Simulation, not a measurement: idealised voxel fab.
Process module heading - voxel self aligned vias
This is section cut - it's 175 nm across, gridded in 5 nm square cells.
A cross-section in this document is a grid of square cells, and it is written down as bands, the top band listed before the ones below it; a band is made up of one or more rows of cells.
Heights first: top, then bottom, in nm. Then materials, left to right, each with a width in nm. "edge to edge" on a single material: fills the band edge to edge. "empty": empty space.
Heights are reckoned from 0. Under this level, the received wafer is all of one material. The bottommost band is open-ended downward, for example "z 0 and below".
Per-row width for "30->40": begins at first number (top row of band), ends at second number (bottom row), increment between rows held constant.
For the purposes of this document, the phrase "changes: none" attached to a step denotes that no cell within the cross-section was modified by that step.
Entry "Sealed-off cavities". Content: empty spaces with no open connection to the top, size 8 cells or greater. Each: width x height at distance. Distance: from left edge. Unit: nm.
It should be noted that, on the line of a given step, the content following the step's settings is a remark produced by the simulator itself with respect to that step.
For masked steps, "overlay nm" on the step line gives how far right of plan the mask actually lay; a minus sign means it lay to the left.

plan:
1,RECEIVE | material Si
2,CONFORMAL_DEP | material SiO2 | thk nm 15
3,CONFORMAL_DEP | material SiCN | thk nm 5
4,DIRECTIONAL_DEP | material lowk | thk nm 20
5,MASKED_ETCH | tone open | mask id LINES | width nm 30 | pitch nm 70 | etch materials lowk | depth nm 20 | overlay nm 0
6,CONFORMAL_DEP | material TiN | thk nm 5
7,FILL_DEP | material Ru | thk nm 10
8,CMP | height nm 40
9,SELECTIVE_ETCH | etch materials W Ru TiN | depth nm 5
10,FILL_DEP | material SiN | thk nm 10
11,CMP | height nm 40
12,DIRECTIONAL_DEP | material lowk | thk nm 20
13,DIRECTIONAL_DEP | material aC | thk nm 15
14,PATTERN | tone open | mask id VIAS | material resist | width nm 40 | pitch nm 70 | thk nm 30 | overlay nm 0
15,DIRECTIONAL_ETCH | etch materials aC | depth nm 15
16,STRIP | etch materials resist
17,DIRECTIONAL_ETCH | etch materials lowk | depth nm 20
18,DIRECTIONAL_ETCH | etch materials SiN | depth nm 5
19,STRIP | etch materials aC
20,CONFORMAL_DEP | material TiN | thk nm 5
21,FILL_DEP | material Ru | thk nm 10
22,CMP | height nm 60
23,CONFORMAL_DEP | material SiCN | thk nm 5

Incoming wafer in cross-section (state: after step 1):
z 0 and below = Si edge to edge
Sealed-off cavities: none

Figure: cross-sectional view of the wafer upon completion of the module, processed from the initial state and according to the plan depicted above, with one error introduced during execution:
z 65 to 60 = SiCN edge to edge
z 60 to 40 = lowk=30; TiN=5; Ru=30; TiN=5; lowk=30; TiN=5; Ru=30; TiN=5; lowk=35
z 40 to 35 = SiN=30; TiN=40; SiN=30; TiN=40; SiN=35
z 35 to 30 = SiN edge to edge
z 30 to 25 = lowk=35; SiN=30; lowk=40; SiN=30; lowk=40
z 25 to 20 = lowk=35; TiN=30; lowk=40; TiN=30; lowk=40
z 20 to 15 = SiCN edge to edge
z 15 to 0 = SiO2 edge to edge
z 0 and below = Si edge to edge
Sealed-off cavities: none
Here's what went sideways: step 8 ran differently from the plan; actual operation with settings: CMP | height nm 30
